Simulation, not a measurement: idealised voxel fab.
The name of this process module is voxel lift off.
The figure presents cross-section cut, which has a width of 175 nm and is divided into square cells with an edge length of 5 nm.
Cross-section spec: square-cell grid; bands listed top down; each band is one or more rows.
First you get the band's top height and its bottom height, in nm, and then the materials it's made of, left to right, with each width in nm. If you see a single material with "edge to edge", that one covers the band edge to edge. "blank" is empty space.
Heads up on the height convention: 0 is the point under which the incoming wafer is all one material, and the lowest band has no bottom, it just keeps going down, like "top 0, no bottom".
Width "30 to 40": first value at the band's top row of cells, second value at its bottom row, equal change from row to row.
What does "changes: none" mean for a step? It means no cell of the cross-section changed in that step.
"Closed void roster" specifies each empty space that is not open to the top and that occupies no fewer than 8 cells, using the form width x height at distance, the distance measured from the left edge and all three quantities in nm.
It should be noted that, on the line of a given step, the content following the step's settings is a remark produced by the simulator itself with respect to that step.
The optional step-line setting "overlay nm" applies to steps with a mask and quantifies how far to the right of its planned location the mask lay, a negative value indicating leftward placement.
Process steps - plan
- 1: RECEIVE: material Si
- 2: CONFORMAL_DEP: material SiN, thk nm 10
- 3: PATTERN: tone open, mask id LINES, material resist, width nm 15, pitch nm 45, thk nm 20, overlay nm 0
- 4: DIRECTIONAL_DEP: material Ru, thk nm 10
- 5: STRIP: etch materials resist
- 6: CONFORMAL_DEP: material SiN, thk nm 5
The first of a set of two wafers, run to plan
Incoming wafer in cross-section (state: after step 1)
> top 0, no bottom  Si edge to edge
> Closed void roster: none
Take a look at the wafer's cross-section after step 2
> top 10, bottom 0  SiN edge to edge
> Below 0 it's all the same as before, nothing changed down there.
Take a look at the wafer's cross-section after step 3
> top 30, bottom 10  resist (35), blank (15), resist (30), blank (15), resist (30), blank (15), resist (35)
> Below 10 it's all the same as before, nothing changed down there.
Take a look at the wafer's cross-section after step 4
> top 40, bottom 30  Ru (35), blank (15), Ru (30), blank (15), Ru (30), blank (15), Ru (35)
> top 30, bottom 20  resist (35), blank (15), resist (30), blank (15), resist (30), blank (15), resist (35)
> top 20, bottom 10  resist (35), Ru (15), resist (30), Ru (15), resist (30), Ru (15), resist (35)
> Below 10 it's all the same as before, nothing changed down there.
Take a look at the wafer's cross-section after step 5
> top 20, bottom 10  blank (35), Ru (15), blank (30), Ru (15), blank (30), Ru (15), blank (35)
> Below 10 it's all the same as before, nothing changed down there.
Take a look at the wafer's cross-section after step 6
> top 25, bottom 20  blank (30), SiN (25), blank (20), SiN (25), blank (20), SiN (25), blank (30)
> top 20, bottom 15  blank (30), SiN (5), Ru (15), SiN (5), blank (20), SiN (5), Ru (15), SiN (5), blank (20), SiN (5), Ru (15), SiN (5), blank (30)
> top 15, bottom 10  SiN (35), Ru (15), SiN (30), Ru (15), SiN (30), Ru (15), SiN (35)
> Below 10 it's all the same as before, nothing changed down there.
Second of two: same start, same plan, one run error; steps up to and including 5 match the first
Cross-section of the second wafer at the time by which step 6 should have been completed according to the plan
> top 25, bottom 15  blank (30), Ru (25), blank (20), Ru (25), blank (20), Ru (25), blank (30)
> top 15, bottom 10  Ru edge to edge
> Below 10 it's all the same as before, nothing changed down there.
Run error: it should be noted that step 6 was executed with settings other than those planned, the operation and settings actually applied being CONFORMAL_DEP: material Ru, thk nm 5
Wafer comparison, final, in cells, second relative to first, materials more or fewer: 47 more of Ru, 47 fewer of SiN
